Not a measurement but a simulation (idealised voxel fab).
Process module heading - voxel self aligned vias
170 nm wide, 5 nm square cells: that's cross-section cut.
Throughout this document, each cross-section is represented as a grid of square cells and is presented as a sequence of bands enumerated from the top downward, where a band comprises one or more rows of cells.
Band: top and bottom heights (nm) first, top before bottom; then materials from left to right, widths in nm. "everywhere" marks a sole material filling the band edge to edge. "empty" denotes empty space.
Convention: height 0 is the level below which the wafer, as received, is all one material. The lowest band does not terminate at the bottom but continues downward, represented as "from 0 down".
With a width like "30->40", each row of cells in the band differs from the next by the same amount, the top row carrying the first number and the bottom row the second.
Given "remained unchanged" for a step, no cell of the cross-section differs between before and after that step.
Listed in "Enclosed void catalog": every empty space of 8 or more cells without an open way to the top. Form: width x height at distance, the distance being from the left edge, all in nm.
Note: text after step settings on the step line = simulator remark on that step.
For masked steps, "overlay nm" on the step line gives how far right of plan the mask actually lay; a minus sign means it lay to the left.

Plan
1) op RECEIVE | material Si
2) op CONFORMAL_DEP | material SiO2 | thk nm 10
3) op CONFORMAL_DEP | material SiCN | thk nm 5
4) op DIRECTIONAL_DEP | material SiO2 | thk nm 30
5) op DIRECTIONAL_DEP | material aC | thk nm 10
6) op PATTERN | tone open | mask id LINES | material resist | width nm 20 | pitch nm 45 | thk nm 25 | overlay nm 0
7) op DIRECTIONAL_ETCH | etch materials aC | depth nm 10
8) op STRIP | etch materials resist
9) op DIRECTIONAL_ETCH | etch materials SiO2 | depth nm 30
10) op STRIP | etch materials aC
11) op CONFORMAL_DEP | material TiN | thk nm 5
12) op FILL_DEP | material W | thk nm 10
13) op CMP | height nm 35
14) op SELECTIVE_ETCH | etch materials W Ru TiN | depth nm 10
15) op FILL_DEP | material SiN | thk nm 10
16) op CMP | height nm 45
17) op DIRECTIONAL_DEP | material SiO2 | thk nm 15
18) op PATTERN | tone open | mask id VIAS | material resist | width nm 30 | pitch nm 45 | thk nm 15 | overlay nm 0
19) op DIRECTIONAL_ETCH | etch materials SiO2 | depth nm 15
20) op DIRECTIONAL_ETCH | etch materials SiN | depth nm 10
21) op STRIP | etch materials resist
22) op CONFORMAL_DEP | material TiN | thk nm 5
23) op FILL_DEP | material W | thk nm 5
24) op CMP | height nm 60
25) op CONFORMAL_DEP | material SiCN | thk nm 5
Wafers differ in height nm at step 13; plan lists the first wafer's value; identical starting state.

Cut through the first of several wafers as received, post step 1
  from 0 down: Si everywhere
  Enclosed void catalog: none

Shown in cross-section: the first of several wafers at the end of the module, after its last step, step 25
  from 65 to 60: SiCN everywhere
  from 60 to 45: 45 of SiO2; 5 of TiN; 20 of W; 5 of TiN; 15 of SiO2; 5 of TiN; 20 of W; 5 of TiN; 50 of SiO2
  from 45 to 40: 45 of SiN; 5 of TiN; 20 of W; 5 of TiN; 15 of SiN; 5 of TiN; 20 of W; 5 of TiN; 50 of SiN
  from 40 to 35: 45 of SiN; 30 of TiN; 15 of SiN; 30 of TiN; 50 of SiN
  from 35 to 25: 50 of SiO2; 20 of SiN; 25 of SiO2; 20 of SiN; 55 of SiO2
  from 25 to 20: 50 of SiO2; 5 of TiN; 10 of W; 5 of TiN; 25 of SiO2; 5 of TiN; 10 of W; 5 of TiN; 55 of SiO2
  from 20 to 15: 50 of SiO2; 20 of TiN; 25 of SiO2; 20 of TiN; 55 of SiO2
  from 15 to 10: SiCN everywhere
  from 10 to 0: SiO2 everywhere
  from 0 down: Si everywhere
  Enclosed void catalog: none

Cross-section at module completion, last wafer
  from 65 to 60: SiCN everywhere
  from 60 to 50: 45 of SiO2; 5 of TiN; 20 of W; 5 of TiN; 15 of SiO2; 5 of TiN; 20 of W; 5 of TiN; 50 of SiO2
  from 50 to 45: 45 of SiO2; 30 of TiN; 15 of SiO2; 30 of TiN; 50 of SiO2
  from 45 to 20: 50 of SiO2; 5 of TiN; 10 of W; 5 of TiN; 25 of SiO2; 5 of TiN; 10 of W; 5 of TiN; 55 of SiO2
  from 20 to 15: 50 of SiO2; 20 of TiN; 25 of SiO2; 20 of TiN; 55 of SiO2
  from 15 to 10: SiCN everywhere
  from 10 to 0: SiO2 everywhere
  from 0 down: Si everywhere
  Enclosed void catalog: none

Heads up, this table goes wafer by wafer. A row tells you, at the end of the module, how many cells of each material that wafer has put on (+) or dropped (-) since it was received, and then its closed voids
height nm 35 | +68 SiCN | +60 SiN | +238 SiO2 | +40 TiN | +36 W | Enclosed void catalog: none
height nm 40 | +68 SiCN | +30 SiN | +264 SiO2 | +44 TiN | +36 W | Enclosed void catalog: none
height nm 45 | +68 SiCN | +290 SiO2 | +48 TiN | +36 W | Enclosed void catalog: none
height nm 50 | +68 SiCN | +290 SiO2 | +48 TiN | +36 W | Enclosed void catalog: none
height nm 55 | +68 SiCN | +290 SiO2 | +48 TiN | +36 W | Enclosed void catalog: none
height nm 60 | +68 SiCN | +290 SiO2 | +48 TiN | +36 W | Enclosed void catalog: none
